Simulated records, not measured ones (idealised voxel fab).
The following process module bears the name voxel gate over fins.
cross-section cut | 265 nm wide | cells 5 nm
Each cross-section below is a grid of square cells, stated as bands in top-down order, with one or more rows of cells making up each band.
First you get the band's top height and its bottom height, in nm, and then the materials it's made of, left to right, with each width in nm. If you see a single material with "everywhere", that one covers the band edge to edge. "air" is empty space.
Zero point of the height axis is 0; under it, received wafer = one material. Lowest band: continues down indefinitely, "0 and below".
A width given as "30 to 40" starts at the first number in the band's top row and ends at the second number in its bottom row, shifting by an equal amount at every step from row to row.
The designation "no change occurred", where it is given for a processing step, indicates that no cell of the cross-section was altered in the course of that step.
Voids not open to the top, 8 cells minimum: see "Sealed internal voids". Written width x height at distance; distance is from the left edge; nm.
The remark found on a step's line after its settings is issued by the simulator itself and pertains to that step.
"overlay nm", when on a step's line for a step with a mask, measures how far to the right of its planned place the mask lay; a negative measure means to the left.
PROCESS STEPS (PLANNED)
1. RECEIVE | material Si
2. CONFORMAL_DEP | material SiN | thk nm 10
3. MASKED_ETCH | tone cover | mask id FINS | width nm 15 | pitch nm 60 | etch materials SiN | depth nm 10 | overlay nm 0
4. MASKED_ETCH | tone cover | mask id FINS | width nm 15 | pitch nm 60 | etch materials Si | depth nm 40 | overlay nm 0
5. OXIDIZE | depth nm 5
6. FILL_DEP | material SiO2 | thk nm 5
7. CMP | height nm 10
8. MASKED_ETCH | tone open | mask id RAIL | width nm 15 | etch materials SiO2 | depth nm 45 | overlay nm 0
9. CONFORMAL_DEP | material TiN | thk nm 5
10. FILL_DEP | material Ru | thk nm 10
11. CMP | height nm 10
12. SELECTIVE_ETCH | etch materials W Ru TiN | depth nm 30
13. FILL_DEP | material SiO2 | thk nm 5
14. CMP | height nm 10
15. SELECTIVE_ETCH | etch materials SiO2 | depth nm 20
16. STRIP | etch materials SiN
17. CONFORMAL_DEP | material HfO2 | thk nm 5
18. CONFORMAL_DEP | material TiN | thk nm 5
19. CONFORMAL_DEP | material TiAl | thk nm 5
20. CONFORMAL_DEP | material TiN | thk nm 5
21. FILL_DEP | material W | thk nm 10
22. CMP | height nm 25
23. CONFORMAL_DEP | material SiCN | thk nm 10
INCOMING WAFER IN CROSS-SECTION (STATE: AFTER STEP 1)
* 0 and below | Si everywhere
* Sealed internal voids: none
CROSS-SECTIONAL RESULT AFTER MODULE COMPLETION. NOTE: STARTING CONDITION AND PLAN ARE UNCHANGED FROM ABOVE; ONE PROCESSING MISTAKE WAS MADE
* 35 down to 25 | SiCN everywhere
* 25 down to 20 | W everywhere
* 20 down to 15 | W=20; TiN=45; W=15; TiN=45; W=15; TiN=45; W=15; TiN=45; W=20
* 15 down to 10 | W=20; TiN=5; TiAl=35; TiN=5; W=15; TiN=5; TiAl=35; TiN=5; W=15; TiN=5; TiAl=35; TiN=5; W=15; TiN=5; TiAl=35; TiN=5; W=20
* 10 down to 5 | W=20; TiN=5; TiAl=5; TiN=25; TiAl=5; TiN=5; W=15; TiN=5; TiAl=5; TiN=25; TiAl=5; TiN=5; W=15; TiN=5; TiAl=5; TiN=25; TiAl=5; TiN=5; W=15; TiN=5; TiAl=5; TiN=25; TiAl=5; TiN=5; W=20
* 5 down to 0 | W=20; TiN=5; TiAl=5; TiN=5; HfO2=15; TiN=5; TiAl=5; TiN=5; W=15; TiN=5; TiAl=5; TiN=5; HfO2=15; TiN=5; TiAl=5; TiN=5; W=15; TiN=5; TiAl=5; TiN=5; HfO2=15; TiN=5; TiAl=5; TiN=5; W=15; TiN=5; TiAl=5; TiN=5; HfO2=15; TiN=5; TiAl=5; TiN=5; W=20
* 0 down to -5 | W=20; TiN=5; TiAl=5; TiN=5; HfO2=5; Si=5; HfO2=5; TiN=5; TiAl=5; TiN=25; TiAl=5; TiN=5; HfO2=5; Si=5; HfO2=5; TiN=5; TiAl=5; TiN=5; W=15; TiN=5; TiAl=5; TiN=5; HfO2=5; Si=5; HfO2=5; TiN=5; TiAl=5; TiN=5; W=15; TiN=5; TiAl=5; TiN=5; HfO2=5; Si=5; HfO2=5; TiN=5; TiAl=5; TiN=5; W=20
* -5 down to -10 | W=20; TiN=5; TiAl=5; TiN=5; HfO2=5; Si=5; HfO2=5; TiN=5; TiAl=35; TiN=5; HfO2=5; Si=5; HfO2=5; TiN=5; TiAl=5; TiN=5; W=15; TiN=5; TiAl=5; TiN=5; HfO2=5; Si=5; HfO2=5; TiN=5; TiAl=5; TiN=5; W=15; TiN=5; TiAl=5; TiN=5; HfO2=5; Si=5; HfO2=5; TiN=5; TiAl=5; TiN=5; W=20
* -10 down to -15 | TiN=25; TiAl=5; TiN=5; HfO2=5; Si=5; HfO2=5; TiN=45; HfO2=5; Si=5; HfO2=5; TiN=5; TiAl=5; TiN=25; TiAl=5; TiN=5; HfO2=5; Si=5; HfO2=5; TiN=5; TiAl=5; TiN=25; TiAl=5; TiN=5; HfO2=5; Si=5; HfO2=5; TiN=5; TiAl=5; TiN=25
* -15 down to -20 | TiAl=30; TiN=5; HfO2=5; Si=5; HfO2=5; TiN=10; HfO2=25; TiN=10; HfO2=5; Si=5; HfO2=5; TiN=5; TiAl=35; TiN=5; HfO2=5; Si=5; HfO2=5; TiN=5; TiAl=35; TiN=5; HfO2=5; Si=5; HfO2=5; TiN=5; TiAl=30
* -20 down to -25 | TiN=35; HfO2=5; Si=5; HfO2=5; TiN=10; HfO2=5; TiN=5; Ru=5; TiN=5; HfO2=5; TiN=10; HfO2=5; Si=5; HfO2=5; TiN=45; HfO2=5; Si=5; HfO2=5; TiN=45; HfO2=5; Si=5; HfO2=5; TiN=35
* -25 down to -30 | HfO2=40; Si=5; HfO2=20; TiN=5; Ru=5; TiN=5; HfO2=20; Si=5; HfO2=55; Si=5; HfO2=55; Si=5; HfO2=40
* -30 down to -35 | SiO2=40; Si=5; SiO2=20; TiN=15; SiO2=20; Si=5; SiO2=55; Si=5; SiO2=55; Si=5; SiO2=40
* -35 down to -45 | SiO2=40; Si=5; SiO2=55; Si=5; SiO2=55; Si=5; SiO2=55; Si=5; SiO2=40
* -45 and below | Si everywhere
* Sealed internal voids: none
Short version of what went wrong: execution of plan step 15 occurred twice
